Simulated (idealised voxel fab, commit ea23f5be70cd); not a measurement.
process module | voxel local oxidation
cross-section cut | 155 nm wide | cells 5 nm
A cross-section is a grid of square cells, given in bands from the top down. A band is one or more rows of cells.
Each band's line starts with the height of the band's top and of its bottom, in nm. Then come its materials from left to right, each with its width in nm. One material with "throughout" fills the band from edge to edge. "air" is empty space.
Height 0 is the level under which the wafer as received is all one material. The lowest band goes on downwards, as in "0 down".
A width such as "30 to 40" changes by the same amount from each row of cells to the next, from the band's top row to its bottom row.
"no change" after a step means that no cell of the cross-section changed.
closed voids: empty space of 8 cells or more with no open way to the top, each as width x height at its distance from the left edge, in nm
after a step's settings: what the simulator itself notes on the step
overlay nm, on a step with a mask: how far to the right of its planned place the mask lay; to the left if negative
plan
1 op RECEIVE | material Si
2 op CONFORMAL_DEP | material SiO2 | thk nm 5
3 op CONFORMAL_DEP | material SiN | thk nm 10
4 op DIRECTIONAL_DEP | material aC | thk nm 15
5 op PATTERN | tone cover | mask id ACTIVE | material resist | width nm 90 | thk nm 35 | overlay nm 0
6 op DIRECTIONAL_ETCH | etch materials aC | depth nm 15
7 op STRIP | etch materials resist
8 op DIRECTIONAL_ETCH | etch materials SiN | depth nm 10
9 op STRIP | etch materials aC
10 op SELECTIVE_ETCH | etch materials SiO2 | depth nm 5
11 op OXIDIZE | depth nm 10
12 op STRIP | etch materials SiN
as received, after step 1
  0 down: Si throughout
  closed voids: none
first wafer at the end, as planned
  5 to 0: air 35 | SiO2 80 | air 40
  0 to -10: SiO2 45 | Si 60 | SiO2 50
  -10 down: Si throughout
  closed voids: none
second wafer at the end: like start, like plan, one mistake
  5 to 0: air 35 | SiO2 80 | air 40
  0 to -20: SiO2 55 | Si 40 | SiO2 60
  -20 down: Si throughout
  closed voids: none
what went wrong: step 11 ran as: op OXIDIZE | depth nm 20
at the end the second wafer has, in cells: 54 fewer of Si | 54 more of SiO2
